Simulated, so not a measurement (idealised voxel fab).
Title: Process Module voxel ribs on slabs
Each square cell in cross-section cut measures 5 nm, and the section as a whole is 145 nm wide.
Reading order for cross-sections: top band down to bottom band. Underlying form: a grid of square cells. Band size: one or more rows of cells. What a band's entry tells you: where the top is and where the bottom is, as heights in nm, and after that what lies inside, material by material from left to right, each with its width in nm. Empty space is written as the word "air", and a single material marked with the word "everywhere" occupies the band from edge to edge. A quick word on heights: they are counted from 0, and under that level the wafer as it came to us is one material throughout. The lowest band is different from the rest in having no bottom; it simply continues downward, written as in "0 -> down". Graded width ("30..40"): value in top row of band = first number; value in bottom row = second number; row-to-row change constant. Given "left unchanged" for a step, no cell of the cross-section differs between before and after that step. Closed-off voids of 8+ cells (no open route to the top) go in "Fully sealed voids", written width x height at distance from the left edge, in nm. Heads up: the bit after the settings on a step's line is the simulator's remark on that step. Among the settings permitted on a step's line is "overlay nm"; applied to a step with a mask, it specifies the extent to which the mask lay to the right of its planned position, whereas a negative figure signifies a position to the left.

Intended process steps
step 1: RECEIVE [material Si]
step 2: DIRECTIONAL_DEP [material SiO2] [thk nm 20]
step 3: DIRECTIONAL_DEP [material polySi] [thk nm 20]
step 4: DIRECTIONAL_DEP [material aC] [thk nm 15]
step 5: PATTERN [tone cover] [mask id RIB] [material resist] [width nm 15] [thk nm 35] [overlay nm 0]
step 6: DIRECTIONAL_ETCH [etch materials aC] [depth nm 15]
step 7: STRIP [etch materials resist]
step 8: DIRECTIONAL_ETCH [etch materials polySi] [depth nm 15]
step 9: STRIP [etch materials aC]
step 10: PATTERN [tone cover] [mask id SLAB] [material resist] [width nm 65] [thk nm 20] [overlay nm 0]
step 11: DIRECTIONAL_ETCH [etch materials polySi] [depth nm 5]
step 12: STRIP [etch materials resist]
step 13: FILL_DEP [material SiO2] [thk nm 20]
step 14: CMP [height nm 50]
step 15: DIRECTIONAL_DEP [material W] [thk nm 5]
step 16: MASKED_ETCH [tone cover] [mask id HEATER] [width nm 25] [etch materials W] [depth nm 5] [overlay nm 0]
step 17: CONFORMAL_DEP [material SiN] [thk nm 5]

Delivered wafer in cross-section: state after step 1
> 0 -> down | Si everywhere
> Fully sealed voids: none

Same starting wafer, same plan as above, one mistake in the execution; this is the cross-section at the end of the module
> 60 -> 55 | 55 nm air, then 35 nm SiN, then 55 nm air
> 55 -> 50 | 60 nm SiN, then 25 nm W, then 60 nm SiN
> 50 -> 40 | SiO2 everywhere
> 40 -> 20 | W everywhere
> 20 -> 0 | SiO2 everywhere
> 0 -> down | Si everywhere
> Fully sealed voids: none
Diagnosis: in deviation from the planned setting, step 3 was conducted as DIRECTIONAL_DEP [material W] [thk nm 20]
